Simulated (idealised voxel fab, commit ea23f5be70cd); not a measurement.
process module | voxel tone inversion
Section cut is 235 nm wide and gridded with 5 nm square cells.
The cross-sections in this document take the form of a grid made of square cells. They are written out as bands, in order from top to bottom. Each band consists of one or more rows of cells. Heads up on the band format: heights come first, top then bottom, in nm. After that it's the materials left to right, each with its width in nm. A single material flagged "full width" fills the whole band edge to edge, and "air" means there's empty space there. Where do heights start? At 0: under that level the wafer as delivered is made of one material only. And the lowest band has no floor; it just carries on downward, as in "0 -> down". Note: "30->40" means the width goes from the first number (top row of the band) to the second number (bottom row) in equal steps per row of cells. A step reported as "all unchanged" is a step in which no cell of the cross-section changed. Entry "Closed-off voids" = empty spaces >= 8 cells with no open way to the top; each as width x height at distance, distance from left edge, all nm. That trailing text on a step's line, after the settings, is the simulator's own remark on the step. When a step includes a mask, the "overlay nm" setting on its line states how far to the right of its planned place that mask lay, and negative values state how far to the left.

-- So here's the lineup of process steps we planned
| 1 | RECEIVE [material Si] |
| 2 | CONFORMAL_DEP [material SiCN] [thk nm 5] |
| 3 | DIRECTIONAL_DEP [material aC] [thk nm 15] |
| 4 | PATTERN [tone cover] [mask id POSTS] [material resist] [width nm 20] [pitch nm 45] [thk nm 25] [overlay nm 0] |
| 5 | DIRECTIONAL_ETCH [etch materials aC] [depth nm 15] |
| 6 | STRIP [etch materials resist] |
| 7 | FILL_DEP [material SiO2] [thk nm 5] |
| 8 | CMP [height nm 20] |
| 9 | STRIP [etch materials aC] |
| 10 | CONFORMAL_DEP [material TiN] [thk nm 5] |
| 11 | FILL_DEP [material W] [thk nm 10] |
| 12 | CMP [height nm 20] |
| 13 | CONFORMAL_DEP [material SiN] [thk nm 5] |

-- Cross-section of the incoming wafer, state after step 1
  0 -> down | Si full width
  Closed-off voids: none

-- First of two wafers: cross-section at end of module, run per plan
  25 -> 20 | SiN full width
  20 -> 10 | SiO2=85 | TiN=5 | W=10 | TiN=5 | SiO2=25 | TiN=5 | W=10 | TiN=5 | SiO2=85
  10 -> 5 | SiO2=85 | TiN=20 | SiO2=25 | TiN=20 | SiO2=85
  5 -> 0 | SiCN full width
  0 -> down | Si full width
  Closed-off voids: none

-- Here is the second of the two wafers cut open at the end of the module - same start, same plan as the first one, but we made one mistake running it
  25 -> 20 | SiN full width
  20 -> 15 | SiCN full width
  15 -> 0 | aC full width
  0 -> down | Si full width
  Closed-off voids: none
In executing the process, a mistake was made relative to the plan: a sequencing error occurred in which plan steps 2 and 3 were transposed
Materials where the second wafer ends with more or fewer cells than the first: SiO2 -117; TiN -16; W -8; aC +141
